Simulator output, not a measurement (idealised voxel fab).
process module | voxel transistor to metal
cross-section cut | 215 nm wide | cells 5 nm
A cross-section is a grid of square cells, given in bands from the top down. A band is one or more rows of cells.
Each band's line starts with the height of the band's top and of its bottom, in nm. Then come its materials from left to right, each with its width in nm. One material with "throughout" fills the band from edge to edge. "air" is empty space.
Height 0 is the level under which the wafer as received is all one material. The lowest band goes on downwards, as in "0 down".
A width such as "30 to 40" changes by the same amount from each row of cells to the next, from the band's top row to its bottom row.
"no change" after a step means that no cell of the cross-section changed.
closed voids: empty space of 8 cells or more with no open way to the top, each as width x height at its distance from the left edge, in nm
after a step's settings: what the simulator itself notes on the step
overlay nm, on a step with a mask: how far to the right of its planned place the mask lay; to the left if negative
plan
1 op RECEIVE | material Si
2 op CONFORMAL_DEP | material SiO2 | thk nm 5
3 op CONFORMAL_DEP | material SiN | thk nm 15
4 op MASKED_ETCH | tone cover | mask id ACTIVE | width nm 100 | etch materials SiN | depth nm 15 | overlay nm 0
5 op MASKED_ETCH | tone cover | mask id ACTIVE | width nm 100 | etch materials SiO2 | depth nm 5 | overlay nm 0
6 op MASKED_ETCH | tone cover | mask id ACTIVE | width nm 100 | etch materials Si | depth nm 20 | overlay nm 0
7 op OXIDIZE | depth nm 5
8 op FILL_DEP | material SiO2 | thk nm 10
9 op CMP | height nm 20
10 op SELECTIVE_ETCH | etch materials SiO2 | depth nm 10
11 op STRIP | etch materials SiN
12 op SELECTIVE_ETCH | etch materials SiO2 | depth nm 5
13 op OXIDIZE | depth nm 5
14 op DIRECTIONAL_DEP | material polySi | thk nm 30
15 op DIRECTIONAL_DEP | material SiCN | thk nm 15
16 op DIRECTIONAL_DEP | material aC | thk nm 10
17 op PATTERN | tone cover | mask id GATE | material resist | width nm 20 | thk nm 25 | overlay nm 0
18 op DIRECTIONAL_ETCH | etch materials aC | depth nm 10
19 op STRIP | etch materials resist
20 op DIRECTIONAL_ETCH | etch materials SiCN | depth nm 25
21 op DIRECTIONAL_ETCH | etch materials polySi | depth nm 40
22 op STRIP | etch materials aC
23 op CONFORMAL_DEP | material SiO2 | thk nm 5
24 op DIRECTIONAL_ETCH | etch materials SiO2 | depth nm 5
25 op CONFORMAL_DEP | material SiN | thk nm 10
26 op DIRECTIONAL_ETCH | etch materials SiN | depth nm 10
27 op DIRECTIONAL_ETCH | etch materials SiO2 | depth nm 5
28 op EPI | material SiGe | thk nm 5
29 op FILL_DEP | material SiO2 | thk nm 10
30 op CMP | height nm 45
31 op DIRECTIONAL_DEP | material SiO2 | thk nm 15
32 op DIRECTIONAL_DEP | material aC | thk nm 10
33 op PATTERN | tone open | mask id CONTACT | material resist | width nm 30 | pitch nm 60 | thk nm 30 | overlay nm 0
34 op DIRECTIONAL_ETCH | etch materials aC | depth nm 10
35 op STRIP | etch materials resist
36 op DIRECTIONAL_ETCH | etch materials SiO2 | depth nm 60
37 op STRIP | etch materials aC
38 op CONFORMAL_DEP | material TiN | thk nm 5
39 op FILL_DEP | material Ru | thk nm 5
40 op CMP | height nm 60
41 op DIRECTIONAL_DEP | material TiN | thk nm 5
42 op DIRECTIONAL_DEP | material Ru | thk nm 15
43 op MASKED_ETCH | tone cover | mask id METAL_1 | width nm 20 | pitch nm 70 | etch materials Ru | depth nm 15 | overlay nm 0
44 op MASKED_ETCH | tone cover | mask id METAL_1 | width nm 20 | pitch nm 70 | etch materials TiN | depth nm 5 | overlay nm 0
45 op CONFORMAL_DEP | material SiN | thk nm 5
46 op FILL_DEP | material lowk | thk nm 5
47 op CMP | height nm 80
48 op CONFORMAL_DEP | material SiCN | thk nm 5
49 op DIRECTIONAL_DEP | material SiO2 | thk nm 25
50 op MASKED_ETCH | tone open | mask id METAL_2 | width nm 20 | pitch nm 70 | etch materials SiO2 | depth nm 15 | overlay nm 0
51 op MASKED_ETCH | tone open | mask id METAL_2_HOLES | width nm 15 | pitch nm 70 | etch materials SiO2 | depth nm 10 | overlay nm 0
52 op MASKED_ETCH | tone open | mask id METAL_2_HOLES | width nm 15 | pitch nm 70 | etch materials SiCN | depth nm 5 | overlay nm 0
53 op CONFORMAL_DEP | material TiN | thk nm 5
54 op FILL_DEP | material Cu | thk nm 5
55 op CMP | height nm 110
56 op CONFORMAL_DEP | material SiCN | thk nm 5
first wafer, as planned
as received, after step 1
  0 down: Si throughout
  closed voids: none
after step 2
  5 to 0: SiO2 throughout
  below 0: unchanged
after step 3
  20 to 5: SiN throughout
  below 5: unchanged
after step 4
  20 to 5: air 55 | SiN 100 | air 60
  below 5: unchanged
after step 5
  20 to 5: air 55 | SiN 100 | air 60
  5 to 0: air 55 | SiO2 100 | air 60
  below 0: unchanged
after step 6
  20 to 5: air 55 | SiN 100 | air 60
  5 to 0: air 55 | SiO2 100 | air 60
  0 to -20: air 55 | Si 100 | air 60
  below -20: unchanged
after step 7
  20 to 5: air 55 | SiN 100 | air 60
  5 to 0: air 55 | SiO2 100 | air 60
  0 to -20: air 55 | SiO2 5 | Si 90 | SiO2 5 | air 60
  -20 to -25: SiO2 60 | Si 90 | SiO2 65
  below -25: unchanged
after step 8
  30 to 20: SiO2 throughout
  20 to 5: SiO2 55 | SiN 100 | SiO2 60
  5 to 0: SiO2 throughout
  0 to -25: SiO2 60 | Si 90 | SiO2 65
  below -25: unchanged
after step 9
  20 to 5: SiO2 55 | SiN 100 | SiO2 60
  below 5: unchanged
after step 10
  20 to 10: air 55 | SiN 100 | air 60
  below 10: unchanged
after step 11
  10 to 5: SiO2 55 | air 100 | SiO2 60
  below 5: unchanged
after step 12
  5 to 0: SiO2 50 | air 110 | SiO2 55
  below 0: unchanged
after step 13
  5 to 0: SiO2 50 | air 110 | SiO2 55
  0 to -5: SiO2 throughout
  below -5: unchanged
after step 14
  35 to 30: polySi 50 | air 110 | polySi 55
  30 to 5: polySi throughout
  5 to 0: SiO2 50 | polySi 110 | SiO2 55
  below 0: unchanged
after step 15
  50 to 45: SiCN 50 | air 110 | SiCN 55
  45 to 35: SiCN throughout
  35 to 30: polySi 50 | SiCN 110 | polySi 55
  below 30: unchanged
after step 16
  60 to 55: aC 50 | air 110 | aC 55
  55 to 50: aC throughout
  50 to 45: SiCN 50 | aC 110 | SiCN 55
  below 45: unchanged
after step 17
  85 to 60: air 95 | resist 20 | air 100
  60 to 55: aC 50 | air 45 | resist 20 | air 45 | aC 55
  below 55: unchanged
after step 18
  75 to 55: air 95 | resist 20 | air 100
  55 to 50: air 95 | aC 20 | air 100
  50 to 45: SiCN 50 | air 45 | aC 20 | air 45 | SiCN 55
  below 45: unchanged
after step 19
  55 to 50: air 95 | aC 20 | air 100
  below 50: unchanged
after step 20
  55 to 45: air 95 | aC 20 | air 100
  45 to 35: air 95 | SiCN 20 | air 100
  35 to 30: polySi 50 | air 45 | SiCN 20 | air 45 | polySi 55
  below 30: unchanged
after step 21
  55 to 45: air 95 | aC 20 | air 100
  45 to 30: air 95 | SiCN 20 | air 100
  30 to 5: air 95 | polySi 20 | air 100
  5 to 0: SiO2 50 | air 45 | polySi 20 | air 45 | SiO2 55
  below 0: unchanged
after step 22
  45 to 30: air 95 | SiCN 20 | air 100
  below 30: unchanged
after step 23
  50 to 45: air 90 | SiO2 30 | air 95
  45 to 30: air 90 | SiO2 5 | SiCN 20 | SiO2 5 | air 95
  30 to 10: air 90 | SiO2 5 | polySi 20 | SiO2 5 | air 95
  10 to 5: SiO2 55 | air 35 | SiO2 5 | polySi 20 | SiO2 5 | air 35 | SiO2 60
  5 to 0: SiO2 95 | polySi 20 | SiO2 100
  below 0: unchanged
after step 24
  45 to 30: air 90 | SiO2 5 | SiCN 20 | SiO2 5 | air 95
  30 to 5: air 90 | SiO2 5 | polySi 20 | SiO2 5 | air 95
  5 to 0: SiO2 55 | air 35 | SiO2 5 | polySi 20 | SiO2 5 | air 35 | SiO2 60
  below 0: unchanged
after step 25
  55 to 45: air 80 | SiN 50 | air 85
  45 to 30: air 80 | SiN 10 | SiO2 5 | SiCN 20 | SiO2 5 | SiN 10 | air 85
  30 to 15: air 80 | SiN 10 | SiO2 5 | polySi 20 | SiO2 5 | SiN 10 | air 85
  15 to 10: SiN 65 | air 15 | SiN 10 | SiO2 5 | polySi 20 | SiO2 5 | SiN 10 | air 15 | SiN 70
  10 to 5: SiN 90 | SiO2 5 | polySi 20 | SiO2 5 | SiN 95
  5 to 0: SiO2 55 | SiN 35 | SiO2 5 | polySi 20 | SiO2 5 | SiN 35 | SiO2 60
  below 0: unchanged
after step 26
  45 to 30: air 80 | SiN 10 | SiO2 5 | SiCN 20 | SiO2 5 | SiN 10 | air 85
  30 to 5: air 80 | SiN 10 | SiO2 5 | polySi 20 | SiO2 5 | SiN 10 | air 85
  5 to 0: SiO2 55 | SiN 10 | air 15 | SiN 10 | SiO2 5 | polySi 20 | SiO2 5 | SiN 10 | air 15 | SiN 10 | SiO2 60
  below 0: unchanged
after step 27
  45 to 40: air 80 | SiN 10 | air 5 | SiCN 20 | air 5 | SiN 10 | air 85
  40 to 30: air 80 | SiN 10 | SiO2 5 | SiCN 20 | SiO2 5 | SiN 10 | air 85
  30 to 5: air 80 | SiN 10 | SiO2 5 | polySi 20 | SiO2 5 | SiN 10 | air 85
  5 to 0: air 55 | SiN 10 | air 15 | SiN 10 | SiO2 5 | polySi 20 | SiO2 5 | SiN 10 | air 15 | SiN 10 | air 60
  0 to -5: SiO2 65 | air 15 | SiO2 50 | air 15 | SiO2 70
  below -5: unchanged
after step 28
  45 to 40: air 80 | SiN 10 | air 5 | SiCN 20 | air 5 | SiN 10 | air 85
  40 to 30: air 80 | SiN 10 | SiO2 5 | SiCN 20 | SiO2 5 | SiN 10 | air 85
  30 to 5: air 80 | SiN 10 | SiO2 5 | polySi 20 | SiO2 5 | SiN 10 | air 85
  5 to 0: air 55 | SiN 10 | air 15 | SiN 10 | SiO2 5 | polySi 20 | SiO2 5 | SiN 10 | air 15 | SiN 10 | air 60
  0 to -5: SiO2 65 | SiGe 15 | SiO2 50 | SiGe 15 | SiO2 70
  below -5: unchanged
after step 29
  55 to 45: SiO2 throughout
  45 to 30: SiO2 80 | SiN 10 | SiO2 5 | SiCN 20 | SiO2 5 | SiN 10 | SiO2 85
  30 to 5: SiO2 80 | SiN 10 | SiO2 5 | polySi 20 | SiO2 5 | SiN 10 | SiO2 85
  5 to 0: SiO2 55 | SiN 10 | SiO2 15 | SiN 10 | SiO2 5 | polySi 20 | SiO2 5 | SiN 10 | SiO2 15 | SiN 10 | SiO2 60
  below 0: unchanged
after step 30
  45 to 30: SiO2 80 | SiN 10 | SiO2 5 | SiCN 20 | SiO2 5 | SiN 10 | SiO2 85
  below 30: unchanged
after step 31
  60 to 45: SiO2 throughout
  below 45: unchanged
after step 32
  70 to 60: aC throughout
  below 60: unchanged
after step 33
  100 to 70: resist 60 | air 30 | resist 30 | air 30 | resist 65
  below 70: unchanged
after step 34
  90 to 70: resist 60 | air 30 | resist 30 | air 30 | resist 65
  70 to 60: aC 60 | air 30 | aC 30 | air 30 | aC 65
  below 60: unchanged
after step 35
  70 to 60: aC 60 | air 30 | aC 30 | air 30 | aC 65
  below 60: unchanged
after step 36
  70 to 60: aC 60 | air 30 | aC 30 | air 30 | aC 65
  60 to 45: SiO2 60 | air 30 | SiO2 30 | air 30 | SiO2 65
  45 to 30: SiO2 60 | air 20 | SiN 10 | SiO2 5 | SiCN 20 | SiO2 5 | SiN 10 | air 20 | SiO2 65
  30 to 5: SiO2 60 | air 20 | SiN 10 | SiO2 5 | polySi 20 | SiO2 5 | SiN 10 | air 20 | SiO2 65
  5 to 0: SiO2 55 | SiN 10 | air 15 | SiN 10 | SiO2 5 | polySi 20 | SiO2 5 | SiN 10 | air 15 | SiN 10 | SiO2 60
  below 0: unchanged
after step 37
  60 to 45: SiO2 60 | air 30 | SiO2 30 | air 30 | SiO2 65
  below 45: unchanged
after step 38
  65 to 60: TiN 65 | air 20 | TiN 40 | air 20 | TiN 70
  60 to 50: SiO2 60 | TiN 5 | air 20 | TiN 5 | SiO2 30 | TiN 5 | air 20 | TiN 5 | SiO2 65
  50 to 45: SiO2 60 | TiN 5 | air 10 | TiN 15 | SiO2 30 | TiN 15 | air 10 | TiN 5 | SiO2 65
  45 to 30: SiO2 60 | TiN 5 | air 10 | TiN 5 | SiN 10 | SiO2 5 | SiCN 20 | SiO2 5 | SiN 10 | TiN 5 | air 10 | TiN 5 | SiO2 65
  30 to 10: SiO2 60 | TiN 5 | air 10 | TiN 5 | SiN 10 | SiO2 5 | polySi 20 | SiO2 5 | SiN 10 | TiN 5 | air 10 | TiN 5 | SiO2 65
  10 to 5: SiO2 60 | TiN 10 | air 5 | TiN 5 | SiN 10 | SiO2 5 | polySi 20 | SiO2 5 | SiN 10 | TiN 5 | air 5 | TiN 10 | SiO2 65
  5 to 0: SiO2 55 | SiN 10 | TiN 15 | SiN 10 | SiO2 5 | polySi 20 | SiO2 5 | SiN 10 | TiN 15 | SiN 10 | SiO2 60
  below 0: unchanged
after step 39
  70 to 65: Ru throughout
  65 to 60: TiN 65 | Ru 20 | TiN 40 | Ru 20 | TiN 70
  60 to 50: SiO2 60 | TiN 5 | Ru 20 | TiN 5 | SiO2 30 | TiN 5 | Ru 20 | TiN 5 | SiO2 65
  50 to 45: SiO2 60 | TiN 5 | Ru 10 | TiN 15 | SiO2 30 | TiN 15 | Ru 10 | TiN 5 | SiO2 65
  45 to 30: SiO2 60 | TiN 5 | Ru 10 | TiN 5 | SiN 10 | SiO2 5 | SiCN 20 | SiO2 5 | SiN 10 | TiN 5 | Ru 10 | TiN 5 | SiO2 65
  30 to 10: SiO2 60 | TiN 5 | Ru 10 | TiN 5 | SiN 10 | SiO2 5 | polySi 20 | SiO2 5 | SiN 10 | TiN 5 | Ru 10 | TiN 5 | SiO2 65
  10 to 5: SiO2 60 | TiN 10 | Ru 5 | TiN 5 | SiN 10 | SiO2 5 | polySi 20 | SiO2 5 | SiN 10 | TiN 5 | Ru 5 | TiN 10 | SiO2 65
  below 5: unchanged
after step 40
  60 to 50: SiO2 60 | TiN 5 | Ru 20 | TiN 5 | SiO2 30 | TiN 5 | Ru 20 | TiN 5 | SiO2 65
  below 50: unchanged
after step 41
  65 to 60: TiN throughout
  below 60: unchanged
after step 42
  80 to 65: Ru throughout
  below 65: unchanged
after step 43
  80 to 65: air 60 | Ru 20 | air 50 | Ru 20 | air 65
  below 65: unchanged
after step 44
  80 to 65: air 60 | Ru 20 | air 50 | Ru 20 | air 65
  65 to 60: air 60 | TiN 20 | air 50 | TiN 20 | air 65
  below 60: unchanged
after step 45
  85 to 80: air 55 | SiN 30 | air 40 | SiN 30 | air 60
  80 to 65: air 55 | SiN 5 | Ru 20 | SiN 5 | air 40 | SiN 5 | Ru 20 | SiN 5 | air 60
  65 to 60: SiN 60 | TiN 20 | SiN 50 | TiN 20 | SiN 65
  below 60: unchanged
after step 46
  90 to 85: lowk throughout
  85 to 80: lowk 55 | SiN 30 | lowk 40 | SiN 30 | lowk 60
  80 to 65: lowk 55 | SiN 5 | Ru 20 | SiN 5 | lowk 40 | SiN 5 | Ru 20 | SiN 5 | lowk 60
  below 65: unchanged
after step 47
  80 to 65: lowk 55 | SiN 5 | Ru 20 | SiN 5 | lowk 40 | SiN 5 | Ru 20 | SiN 5 | lowk 60
  below 65: unchanged
after step 48
  85 to 80: SiCN throughout
  below 80: unchanged
after step 49
  110 to 85: SiO2 throughout
  below 85: unchanged
after step 50
  110 to 95: SiO2 60 | air 20 | SiO2 50 | air 20 | SiO2 65
  below 95: unchanged
after step 51
  110 to 95: SiO2 60 | air 20 | SiO2 50 | air 20 | SiO2 65
  95 to 85: SiO2 60 | air 15 | SiO2 55 | air 15 | SiO2 70
  below 85: unchanged
after step 52
  110 to 95: SiO2 60 | air 20 | SiO2 50 | air 20 | SiO2 65
  95 to 85: SiO2 60 | air 15 | SiO2 55 | air 15 | SiO2 70
  85 to 80: SiCN 60 | air 15 | SiCN 55 | air 15 | SiCN 70
  below 80: unchanged
after step 53
  115 to 110: TiN 65 | air 10 | TiN 60 | air 10 | TiN 70
  110 to 100: SiO2 60 | TiN 5 | air 10 | TiN 5 | SiO2 50 | TiN 5 | air 10 | TiN 5 | SiO2 65
  100 to 95: SiO2 60 | TiN 5 | air 5 | TiN 10 | SiO2 50 | TiN 5 | air 5 | TiN 10 | SiO2 65
  95 to 85: SiO2 60 | TiN 5 | air 5 | TiN 5 | SiO2 55 | TiN 5 | air 5 | TiN 5 | SiO2 70
  85 to 80: SiCN 60 | TiN 15 | SiCN 55 | TiN 15 | SiCN 70
  below 80: unchanged
after step 54
  120 to 115: Cu throughout
  115 to 110: TiN 65 | Cu 10 | TiN 60 | Cu 10 | TiN 70
  110 to 100: SiO2 60 | TiN 5 | Cu 10 | TiN 5 | SiO2 50 | TiN 5 | Cu 10 | TiN 5 | SiO2 65
  100 to 95: SiO2 60 | TiN 5 | Cu 5 | TiN 10 | SiO2 50 | TiN 5 | Cu 5 | TiN 10 | SiO2 65
  95 to 85: SiO2 60 | TiN 5 | Cu 5 | TiN 5 | SiO2 55 | TiN 5 | Cu 5 | TiN 5 | SiO2 70
  below 85: unchanged
after step 55
  110 to 100: SiO2 60 | TiN 5 | Cu 10 | TiN 5 | SiO2 50 | TiN 5 | Cu 10 | TiN 5 | SiO2 65
  below 100: unchanged
after step 56
  115 to 110: SiCN throughout
  below 110: unchanged
second wafer: like start, like plan, one mistake. Through step 3 it matches the first wafer
when step 4 should have ended
  20 to 5: SiN 55 | air 100 | SiN 60
  below 5: unchanged
when step 5 should have ended: no change
when step 6 should have ended: no change
when step 7 should have ended: no change
when step 8 should have ended
  30 to 20: SiO2 throughout
  20 to 5: SiN 55 | SiO2 100 | SiN 60
  below 5: unchanged
when step 9 should have ended
  20 to 5: SiN 55 | SiO2 100 | SiN 60
  below 5: unchanged
when step 10 should have ended
  20 to 10: SiN 55 | air 100 | SiN 60
  below 10: unchanged
when step 11 should have ended
  10 to 5: air 55 | SiO2 100 | air 60
  below 5: unchanged
when step 12 should have ended
  5 to 0: air 60 | SiO2 90 | air 65
  below 0: unchanged
when step 13 should have ended
  5 to 0: air 60 | SiO2 90 | air 65
  0 to -5: SiO2 65 | Si 80 | SiO2 70
  below -5: unchanged
when step 14 should have ended
  35 to 30: air 60 | polySi 90 | air 65
  30 to 5: polySi throughout
  5 to 0: polySi 60 | SiO2 90 | polySi 65
  below 0: unchanged
when step 15 should have ended
  50 to 45: air 60 | SiCN 90 | air 65
  45 to 35: SiCN throughout
  35 to 30: SiCN 60 | polySi 90 | SiCN 65
  below 30: unchanged
when step 16 should have ended
  60 to 55: air 60 | aC 90 | air 65
  55 to 50: aC throughout
  50 to 45: aC 60 | SiCN 90 | aC 65
  below 45: unchanged
when step 17 should have ended
  85 to 60: air 95 | resist 20 | air 100
  below 60: unchanged
when step 18 should have ended
  75 to 60: air 95 | resist 20 | air 100
  60 to 50: air 95 | aC 20 | air 100
  50 to 45: air 60 | SiCN 90 | air 65
  below 45: unchanged
when step 19 should have ended
  60 to 50: air 95 | aC 20 | air 100
  below 50: unchanged
when step 20 should have ended
  60 to 50: air 95 | aC 20 | air 100
  50 to 35: air 95 | SiCN 20 | air 100
  35 to 30: air 60 | polySi 90 | air 65
  below 30: unchanged
when step 21 should have ended
  60 to 50: air 95 | aC 20 | air 100
  50 to 35: air 95 | SiCN 20 | air 100
  35 to 5: air 95 | polySi 20 | air 100
  5 to 0: air 60 | SiO2 90 | air 65
  below 0: unchanged
when step 22 should have ended
  50 to 35: air 95 | SiCN 20 | air 100
  below 35: unchanged
when step 23 should have ended
  55 to 50: air 90 | SiO2 30 | air 95
  50 to 35: air 90 | SiO2 5 | SiCN 20 | SiO2 5 | air 95
  35 to 10: air 90 | SiO2 5 | polySi 20 | SiO2 5 | air 95
  10 to 5: air 55 | SiO2 40 | polySi 20 | SiO2 40 | air 60
  5 to 0: SiO2 throughout
  below 0: unchanged
when step 24 should have ended
  50 to 35: air 90 | SiO2 5 | SiCN 20 | SiO2 5 | air 95
  35 to 5: air 90 | SiO2 5 | polySi 20 | SiO2 5 | air 95
  5 to 0: air 55 | SiO2 100 | air 60
  below 0: unchanged
when step 25 should have ended
  60 to 50: air 80 | SiN 50 | air 85
  50 to 35: air 80 | SiN 10 | SiO2 5 | SiCN 20 | SiO2 5 | SiN 10 | air 85
  35 to 15: air 80 | SiN 10 | SiO2 5 | polySi 20 | SiO2 5 | SiN 10 | air 85
  15 to 10: air 45 | SiN 45 | SiO2 5 | polySi 20 | SiO2 5 | SiN 45 | air 50
  10 to 5: SiN 90 | SiO2 5 | polySi 20 | SiO2 5 | SiN 95
  5 to 0: SiN 55 | SiO2 100 | SiN 60
  below 0: unchanged
when step 26 should have ended
  50 to 35: air 80 | SiN 10 | SiO2 5 | SiCN 20 | SiO2 5 | SiN 10 | air 85
  35 to 5: air 80 | SiN 10 | SiO2 5 | polySi 20 | SiO2 5 | SiN 10 | air 85
  5 to 0: air 45 | SiN 10 | SiO2 100 | SiN 10 | air 50
  below 0: unchanged
when step 27 should have ended
  50 to 45: air 80 | SiN 10 | air 5 | SiCN 20 | air 5 | SiN 10 | air 85
  45 to 35: air 80 | SiN 10 | SiO2 5 | SiCN 20 | SiO2 5 | SiN 10 | air 85
  35 to 5: air 80 | SiN 10 | SiO2 5 | polySi 20 | SiO2 5 | SiN 10 | air 85
  5 to 0: air 45 | SiN 10 | air 25 | SiO2 50 | air 25 | SiN 10 | air 50
  0 to -5: air 45 | SiO2 20 | Si 80 | SiO2 20 | air 50
  below -5: unchanged
when step 28 should have ended
  50 to 45: air 80 | SiN 10 | air 5 | SiCN 20 | air 5 | SiN 10 | air 85
  45 to 35: air 80 | SiN 10 | SiO2 5 | SiCN 20 | SiO2 5 | SiN 10 | air 85
  35 to 5: air 80 | SiN 10 | SiO2 5 | polySi 20 | SiO2 5 | SiN 10 | air 85
  5 to 0: air 45 | SiN 10 | air 5 | SiGe 20 | SiO2 50 | SiGe 20 | air 5 | SiN 10 | air 50
  0 to -5: SiGe 45 | SiO2 20 | Si 80 | SiO2 20 | SiGe 50
  below -5: unchanged
when step 29 should have ended
  60 to 50: SiO2 throughout
  50 to 35: SiO2 80 | SiN 10 | SiO2 5 | SiCN 20 | SiO2 5 | SiN 10 | SiO2 85
  35 to 5: SiO2 80 | SiN 10 | SiO2 5 | polySi 20 | SiO2 5 | SiN 10 | SiO2 85
  5 to 0: SiO2 45 | SiN 10 | SiO2 5 | SiGe 20 | SiO2 50 | SiGe 20 | SiO2 5 | SiN 10 | SiO2 50
  below 0: unchanged
when step 30 should have ended
  45 to 35: SiO2 80 | SiN 10 | SiO2 5 | SiCN 20 | SiO2 5 | SiN 10 | SiO2 85
  below 35: unchanged
when step 31 should have ended
  60 to 45: SiO2 throughout
  below 45: unchanged
when step 32 should have ended
  70 to 60: aC throughout
  below 60: unchanged
when step 33 should have ended
  100 to 70: resist 60 | air 30 | resist 30 | air 30 | resist 65
  below 70: unchanged
when step 34 should have ended
  90 to 70: resist 60 | air 30 | resist 30 | air 30 | resist 65
  70 to 60: aC 60 | air 30 | aC 30 | air 30 | aC 65
  below 60: unchanged
when step 35 should have ended
  70 to 60: aC 60 | air 30 | aC 30 | air 30 | aC 65
  below 60: unchanged
when step 36 should have ended
  70 to 60: aC 60 | air 30 | aC 30 | air 30 | aC 65
  60 to 45: SiO2 60 | air 30 | SiO2 30 | air 30 | SiO2 65
  45 to 35: SiO2 60 | air 20 | SiN 10 | SiO2 5 | SiCN 20 | SiO2 5 | SiN 10 | air 20 | SiO2 65
  35 to 5: SiO2 60 | air 20 | SiN 10 | SiO2 5 | polySi 20 | SiO2 5 | SiN 10 | air 20 | SiO2 65
  below 5: unchanged
when step 37 should have ended
  60 to 45: SiO2 60 | air 30 | SiO2 30 | air 30 | SiO2 65
  below 45: unchanged
when step 38 should have ended
  65 to 60: TiN 65 | air 20 | TiN 40 | air 20 | TiN 70
  60 to 50: SiO2 60 | TiN 5 | air 20 | TiN 5 | SiO2 30 | TiN 5 | air 20 | TiN 5 | SiO2 65
  50 to 45: SiO2 60 | TiN 5 | air 10 | TiN 15 | SiO2 30 | TiN 15 | air 10 | TiN 5 | SiO2 65
  45 to 35: SiO2 60 | TiN 5 | air 10 | TiN 5 | SiN 10 | SiO2 5 | SiCN 20 | SiO2 5 | SiN 10 | TiN 5 | air 10 | TiN 5 | SiO2 65
  35 to 10: SiO2 60 | TiN 5 | air 10 | TiN 5 | SiN 10 | SiO2 5 | polySi 20 | SiO2 5 | SiN 10 | TiN 5 | air 10 | TiN 5 | SiO2 65
  10 to 5: SiO2 60 | TiN 20 | SiN 10 | SiO2 5 | polySi 20 | SiO2 5 | SiN 10 | TiN 20 | SiO2 65
  below 5: unchanged
when step 39 should have ended
  70 to 65: Ru throughout
  65 to 60: TiN 65 | Ru 20 | TiN 40 | Ru 20 | TiN 70
  60 to 50: SiO2 60 | TiN 5 | Ru 20 | TiN 5 | SiO2 30 | TiN 5 | Ru 20 | TiN 5 | SiO2 65
  50 to 45: SiO2 60 | TiN 5 | Ru 10 | TiN 15 | SiO2 30 | TiN 15 | Ru 10 | TiN 5 | SiO2 65
  45 to 35: SiO2 60 | TiN 5 | Ru 10 | TiN 5 | SiN 10 | SiO2 5 | SiCN 20 | SiO2 5 | SiN 10 | TiN 5 | Ru 10 | TiN 5 | SiO2 65
  35 to 10: SiO2 60 | TiN 5 | Ru 10 | TiN 5 | SiN 10 | SiO2 5 | polySi 20 | SiO2 5 | SiN 10 | TiN 5 | Ru 10 | TiN 5 | SiO2 65
  below 10: unchanged
when step 40 should have ended
  60 to 50: SiO2 60 | TiN 5 | Ru 20 | TiN 5 | SiO2 30 | TiN 5 | Ru 20 | TiN 5 | SiO2 65
  below 50: unchanged
when step 41 should have ended
  65 to 60: TiN throughout
  below 60: unchanged
when step 42 should have ended
  80 to 65: Ru throughout
  below 65: unchanged
when step 43 should have ended
  80 to 65: air 60 | Ru 20 | air 50 | Ru 20 | air 65
  below 65: unchanged
when step 44 should have ended
  80 to 65: air 60 | Ru 20 | air 50 | Ru 20 | air 65
  65 to 60: air 60 | TiN 20 | air 50 | TiN 20 | air 65
  below 60: unchanged
when step 45 should have ended
  85 to 80: air 55 | SiN 30 | air 40 | SiN 30 | air 60
  80 to 65: air 55 | SiN 5 | Ru 20 | SiN 5 | air 40 | SiN 5 | Ru 20 | SiN 5 | air 60
  65 to 60: SiN 60 | TiN 20 | SiN 50 | TiN 20 | SiN 65
  below 60: unchanged
when step 46 should have ended
  90 to 85: lowk throughout
  85 to 80: lowk 55 | SiN 30 | lowk 40 | SiN 30 | lowk 60
  80 to 65: lowk 55 | SiN 5 | Ru 20 | SiN 5 | lowk 40 | SiN 5 | Ru 20 | SiN 5 | lowk 60
  below 65: unchanged
when step 47 should have ended
  80 to 65: lowk 55 | SiN 5 | Ru 20 | SiN 5 | lowk 40 | SiN 5 | Ru 20 | SiN 5 | lowk 60
  below 65: unchanged
when step 48 should have ended
  85 to 80: SiCN throughout
  below 80: unchanged
when step 49 should have ended
  110 to 85: SiO2 throughout
  below 85: unchanged
when step 50 should have ended
  110 to 95: SiO2 60 | air 20 | SiO2 50 | air 20 | SiO2 65
  below 95: unchanged
when step 51 should have ended
  110 to 95: SiO2 60 | air 20 | SiO2 50 | air 20 | SiO2 65
  95 to 85: SiO2 60 | air 15 | SiO2 55 | air 15 | SiO2 70
  below 85: unchanged
when step 52 should have ended
  110 to 95: SiO2 60 | air 20 | SiO2 50 | air 20 | SiO2 65
  95 to 85: SiO2 60 | air 15 | SiO2 55 | air 15 | SiO2 70
  85 to 80: SiCN 60 | air 15 | SiCN 55 | air 15 | SiCN 70
  below 80: unchanged
when step 53 should have ended
  115 to 110: TiN 65 | air 10 | TiN 60 | air 10 | TiN 70
  110 to 100: SiO2 60 | TiN 5 | air 10 | TiN 5 | SiO2 50 | TiN 5 | air 10 | TiN 5 | SiO2 65
  100 to 95: SiO2 60 | TiN 5 | air 5 | TiN 10 | SiO2 50 | TiN 5 | air 5 | TiN 10 | SiO2 65
  95 to 85: SiO2 60 | TiN 5 | air 5 | TiN 5 | SiO2 55 | TiN 5 | air 5 | TiN 5 | SiO2 70
  85 to 80: SiCN 60 | TiN 15 | SiCN 55 | TiN 15 | SiCN 70
  below 80: unchanged
when step 54 should have ended
  120 to 115: Cu throughout
  115 to 110: TiN 65 | Cu 10 | TiN 60 | Cu 10 | TiN 70
  110 to 100: SiO2 60 | TiN 5 | Cu 10 | TiN 5 | SiO2 50 | TiN 5 | Cu 10 | TiN 5 | SiO2 65
  100 to 95: SiO2 60 | TiN 5 | Cu 5 | TiN 10 | SiO2 50 | TiN 5 | Cu 5 | TiN 10 | SiO2 65
  95 to 85: SiO2 60 | TiN 5 | Cu 5 | TiN 5 | SiO2 55 | TiN 5 | Cu 5 | TiN 5 | SiO2 70
  below 85: unchanged
when step 55 should have ended
  110 to 100: SiO2 60 | TiN 5 | Cu 10 | TiN 5 | SiO2 50 | TiN 5 | Cu 10 | TiN 5 | SiO2 65
  below 100: unchanged
when step 56 should have ended
  115 to 110: SiCN throughout
  below 110: unchanged
what went wrong: step 4 ran as: op MASKED_ETCH | tone open | mask id ACTIVE | width nm 100 | etch materials SiN | depth nm 15 | overlay nm 0
at the end the second wafer has, in cells: 2 fewer of Ru | 116 more of Si | 4 fewer of SiCN | 21 more of SiGe | 4 fewer of SiN | 123 fewer of SiO2 | 4 fewer of TiN
